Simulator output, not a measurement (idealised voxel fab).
process module | voxel fin reveal
cross-section cut | 185 nm wide | cells 5 nm
A cross-section is a grid of square cells, given in bands from the top down. A band is one or more rows of cells.
Each band's line starts with the height of the band's top and of its bottom, in nm. Then come its materials from left to right, each with its width in nm. One material with "throughout" fills the band from edge to edge. "air" is empty space.
Height 0 is the level under which the wafer as received is all one material. The lowest band goes on downwards, as in "0 down".
A width such as "30 to 40" changes by the same amount from each row of cells to the next, from the band's top row to its bottom row.
"no change" after a step means that no cell of the cross-section changed.
closed voids: empty space of 8 cells or more with no open way to the top, each as width x height at its distance from the left edge, in nm
after a step's settings: what the simulator itself notes on the step
overlay nm, on a step with a mask: how far to the right of its planned place the mask lay; to the left if negative
plan
1 op RECEIVE | material Si
2 op CONFORMAL_DEP | material SiN | thk nm 5
3 op PATTERN | tone cover | mask id FINS | material resist | width nm 15 | pitch nm 40 | thk nm 15 | overlay nm -15
4 op DIRECTIONAL_ETCH | etch materials SiN | depth nm 5
5 op DIRECTIONAL_ETCH | etch materials Si | depth nm 40
6 op STRIP | etch materials resist
7 op OXIDIZE | depth nm 5
8 op FILL_DEP | material SiO2 | thk nm 5
9 op CMP | height nm 5
10 op SELECTIVE_ETCH | etch materials SiO2 | depth nm 35
11 op STRIP | etch materials SiN
varied across the wafers: overlay nm of step 3. The plan shows the first wafer's value. All wafers start alike
first wafer as received, after step 1
  0 down: Si throughout
  closed voids: none
first wafer at the end, after step 11
  0 to -30: air 35 | Si 5 | air 35 | Si 5 | air 35 | Si 5 | air 65
  -30 to -45: SiO2 35 | Si 5 | SiO2 35 | Si 5 | SiO2 35 | Si 5 | SiO2 65
  -45 down: Si throughout
  closed voids: none
last wafer at the end
  0 to -30: air 65 | Si 5 | air 35 | Si 5 | air 35 | Si 5 | air 35
  -30 to -45: SiO2 65 | Si 5 | SiO2 35 | Si 5 | SiO2 35 | Si 5 | SiO2 35
  -45 down: Si throughout
  closed voids: none
each wafer at the end: cells of each material gained (+) or lost (-) since it was received, then its closed voids
overlay nm -15 | -306 Si | +102 SiO2 | closed voids: none
overlay nm -10 | -306 Si | +102 SiO2 | closed voids: none
overlay nm -5 | -306 Si | +102 SiO2 | closed voids: none
overlay nm 0 | -306 Si | +102 SiO2 | closed voids: none
overlay nm 5 | -306 Si | +102 SiO2 | closed voids: none
overlay nm 10 | -306 Si | +102 SiO2 | closed voids: none
overlay nm 15 | -306 Si | +102 SiO2 | closed voids: none
